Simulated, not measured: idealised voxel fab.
Process module in this document: voxel self aligned vias
Each square cell in cross-section cut measures 5 nm, and the section as a whole is 165 nm wide.
A cross-section is written here as square cells arranged in a grid, and it is given in bands from the top down, each band taking up one or more rows of cells. The entry gives the band's vertical extent as a top height and a bottom height in nm, then its horizontal make-up as materials from left to right, each with a width in nm. "empty" stands for empty space; a single material marked "all across" fills the band edge to edge. All heights in this document are referenced to 0, defined as the level beneath which the wafer, as received, consists entirely of one material. The lowest band is not bounded below; it extends indefinitely downward and is written in the form "0..down". It should be noted that a width expressed as "30 to 40" varies in equal increments from row to row of cells within the band, taking the value of the first number at the top row and that of the second number at the bottom row. Key: "no alterations made" - step with no changed cell in the cross-section. Empty spaces counting at least 8 cells and having no open way to the top are listed in "Sealed void inventory". The notation width x height at distance is used for each, the distance being from the left edge and all three values in nm. Heads up: the bit after the settings on a step's line is the simulator's remark on that step. The optional step-line setting "overlay nm" applies to steps with a mask and quantifies how far to the right of its planned location the mask lay, a negative value indicating leftward placement.
Below is the list of planned process steps
1) RECEIVE | material Si
2) CONFORMAL_DEP | material SiO2 | thk nm 10
3) CONFORMAL_DEP | material SiCN | thk nm 5
4) DIRECTIONAL_DEP | material lowk | thk nm 25
5) PATTERN | tone open | mask id LINES | material resist | width nm 20 | pitch nm 70 | thk nm 15 | overlay nm 0
6) DIRECTIONAL_ETCH | etch materials lowk | depth nm 25
7) STRIP | etch materials resist
8) CONFORMAL_DEP | material TiN | thk nm 5
9) FILL_DEP | material Ru | thk nm 10
10) CMP | height nm 40
11) SELECTIVE_ETCH | etch materials W Ru TiN | depth nm 10
12) FILL_DEP | material SiN | thk nm 10
13) CMP | height nm 40
14) DIRECTIONAL_DEP | material lowk | thk nm 20
15) MASKED_ETCH | tone open | mask id VIAS | width nm 40 | etch materials lowk | depth nm 20 | overlay nm 0
16) MASKED_ETCH | tone open | mask id VIAS | width nm 40 | etch materials SiN | depth nm 10 | overlay nm 0
17) CONFORMAL_DEP | material TiN | thk nm 5
18) FILL_DEP | material Ru | thk nm 5
19) CMP | height nm 60
20) CONFORMAL_DEP | material SiCN | thk nm 5
Shown in cross-section is the wafer as received, that is, as it stands after step 1
    0..down = Si all across
    Sealed void inventory: none
The following cross-section depicts the wafer upon conclusion of the module. Processing commenced from the starting condition illustrated above and adhered to the plan illustrated above, save for one mistake in execution
    65..60 = SiCN all across
    60..45 = 20 nm Ru / 5 nm TiN / 40 nm lowk / 5 nm TiN / 95 nm Ru
    45..40 = 25 nm TiN / 40 nm lowk / 100 nm TiN
    40..30 = 35 nm lowk / 20 nm SiN / 50 nm lowk / 20 nm SiN / 40 nm lowk
    30..20 = 35 nm lowk / 5 nm TiN / 10 nm Ru / 5 nm TiN / 50 nm lowk / 5 nm TiN / 10 nm Ru / 5 nm TiN / 40 nm lowk
    20..15 = 35 nm lowk / 20 nm TiN / 50 nm lowk / 20 nm TiN / 40 nm lowk
    15..10 = SiCN all across
    10..0 = SiO2 all across
    0..down = Si all across
    Sealed void inventory: none
Heads up, the wafer didn't run the way we planned it: the process deviated at step 15: the operation and settings actually run there were MASKED_ETCH | tone cover | mask id VIAS | width nm 40 | etch materials lowk | depth nm 20 | overlay nm 0
